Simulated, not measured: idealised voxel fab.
Process module in this document: voxel self aligned vias
Section cut is 155 nm wide and gridded with 5 nm square cells.
We lay out every cross-section as a grid of square cells and spell it out in bands from the top down, where one band means one or more rows of cells. In this notation a band is specified by the heights of its top and bottom, in that order and in nm, after which its materials appear from left to right, each paired with its width in nm. The word "edge to edge" attached to a single material means that material fills the band from edge to edge; the word "empty" stands for empty space. We count height from 0. Below that, the starting wafer is all one material. The lowest band never ends at the bottom but goes on down; see "0 nm and below" for how that is written. Graded width ("30->40"): value in top row of band = first number; value in bottom row = second number; row-to-row change constant. Basically "everything unchanged" means that step didn't change any cell in the cross-section. "Completely enclosed voids" - sealed voids, min. 8 cells, no opening to top; format: width x height at distance (distance from left edge; nm throughout). Heads up: the bit after the settings on a step's line is the simulator's remark on that step. Regarding "overlay nm": on a step with a mask, it is the distance the mask lay to the right of its planned place; a negative value places it to the left. Quick note on how to read the rest: it's all pairs. You get the cross-section before a process step and the one after, but the after one only goes down as far as the lowest band that changed. The step in between, with its settings, sits under the pair. Heads up, the pairs can come from different runs of this module on the same starting wafer, so don't assume a pair picks up from the one above unless its "Cross-section, before" entry says it does.
Cross-section, before:
    80 nm to 70 nm | 25 nm aC, then 40 nm empty, then 20 nm aC, then 40 nm empty, then 30 nm aC
    70 nm to 50 nm | lowk edge to edge
    50 nm to 45 nm | 30 nm SiN, then 30 nm lowk, then 30 nm SiN, then 30 nm lowk, then 35 nm SiN
    45 nm to 25 nm | 25 nm W, then 5 nm TiN, then 30 nm lowk, then 5 nm TiN, then 20 nm W, then 5 nm TiN, then 30 nm lowk, then 5 nm TiN, then 30 nm W
    25 nm to 20 nm | 30 nm TiN, then 30 nm lowk, then 30 nm TiN, then 30 nm lowk, then 35 nm TiN
    20 nm to 15 nm | SiCN edge to edge
    15 nm to 0 nm | SiO2 edge to edge
    0 nm and below | Si edge to edge
    Completely enclosed voids: none
after:
    80 nm to 70 nm | 25 nm aC, then 40 nm empty, then 20 nm aC, then 40 nm empty, then 30 nm aC
    70 nm to 50 nm | 25 nm lowk, then 40 nm empty, then 20 nm lowk, then 40 nm empty, then 30 nm lowk
    Below 50 it's all the same as before, nothing changed down there.
    Completely enclosed voids: none
So what happened between those two cross-sections up there? DIRECTIONAL_ETCH [etch materials lowk] [depth nm 20]
Cross-section, before: as shown after the step in the preceding pair, directly above.
after:
    80 nm to 70 nm | 25 nm aC, then 40 nm empty, then 20 nm aC, then 40 nm empty, then 30 nm aC
    70 nm to 50 nm | 25 nm lowk, then 40 nm empty, then 20 nm lowk, then 40 nm empty, then 30 nm lowk
    50 nm to 45 nm | 25 nm SiN, then 5 nm empty, then 30 nm lowk, then 5 nm empty, then 20 nm SiN, then 5 nm empty, then 30 nm lowk, then 5 nm empty, then 30 nm SiN
    Below 45 it's all the same as before, nothing changed down there.
    Completely enclosed voids: none
So what happened between those two cross-sections up there? DIRECTIONAL_ETCH [etch materials SiN] [depth nm 5]
Cross-section, before: as shown after the step in the preceding pair, directly above.
after:
    70 nm to 50 nm | 25 nm lowk, then 40 nm empty, then 20 nm lowk, then 40 nm empty, then 30 nm lowk
    Below 50 it's all the same as before, nothing changed down there.
    Completely enclosed voids: none
So what happened between those two cross-sections up there? STRIP [etch materials aC]
Cross-section, before: as shown after the step in the preceding pair, directly above.
after:
    75 nm to 70 nm | 30 nm TiN, then 30 nm empty, then 30 nm TiN, then 30 nm empty, then 35 nm TiN
    70 nm to 55 nm | 25 nm lowk, then 5 nm TiN, then 30 nm empty, then 5 nm TiN, then 20 nm lowk, then 5 nm TiN, then 30 nm empty, then 5 nm TiN, then 30 nm lowk
    55 nm to 50 nm | 25 nm lowk, then 40 nm TiN, then 20 nm lowk, then 40 nm TiN, then 30 nm lowk
    50 nm to 45 nm | 25 nm SiN, then 5 nm TiN, then 30 nm lowk, then 5 nm TiN, then 20 nm SiN, then 5 nm TiN, then 30 nm lowk, then 5 nm TiN, then 30 nm SiN
    Below 45 it's all the same as before, nothing changed down there.
    Completely enclosed voids: none
So what happened between those two cross-sections up there? CONFORMAL_DEP [material TiN] [thk nm 5]
Cross-section, before: as shown after the step in the preceding pair, directly above.
after:
    80 nm to 75 nm | Ru edge to edge
    75 nm to 70 nm | 30 nm TiN, then 30 nm Ru, then 30 nm TiN, then 30 nm Ru, then 35 nm TiN
    70 nm to 55 nm | 25 nm lowk, then 5 nm TiN, then 30 nm Ru, then 5 nm TiN, then 20 nm lowk, then 5 nm TiN, then 30 nm Ru, then 5 nm TiN, then 30 nm lowk
    Below 55 it's all the same as before, nothing changed down there.
    Completely enclosed voids: none
So what happened between those two cross-sections up there? FILL_DEP [material Ru] [thk nm 5]
Cross-section, before: as shown after the step in the preceding pair, directly above.
after:
    70 nm to 55 nm | 25 nm lowk, then 5 nm TiN, then 30 nm Ru, then 5 nm TiN, then 20 nm lowk, then 5 nm TiN, then 30 nm Ru, then 5 nm TiN, then 30 nm lowk
    Below 55 it's all the same as before, nothing changed down there.
    Completely enclosed voids: none
So what happened between those two cross-sections up there? CMP [height nm 70]
Cross-section, before: as shown after the step in the preceding pair, directly above.
after:
    75 nm to 70 nm | SiN edge to edge
    Below 70 it's all the same as before, nothing changed down there.
    Completely enclosed voids: none
So what happened between those two cross-sections up there? CONFORMAL_DEP [material SiN] [thk nm 5]
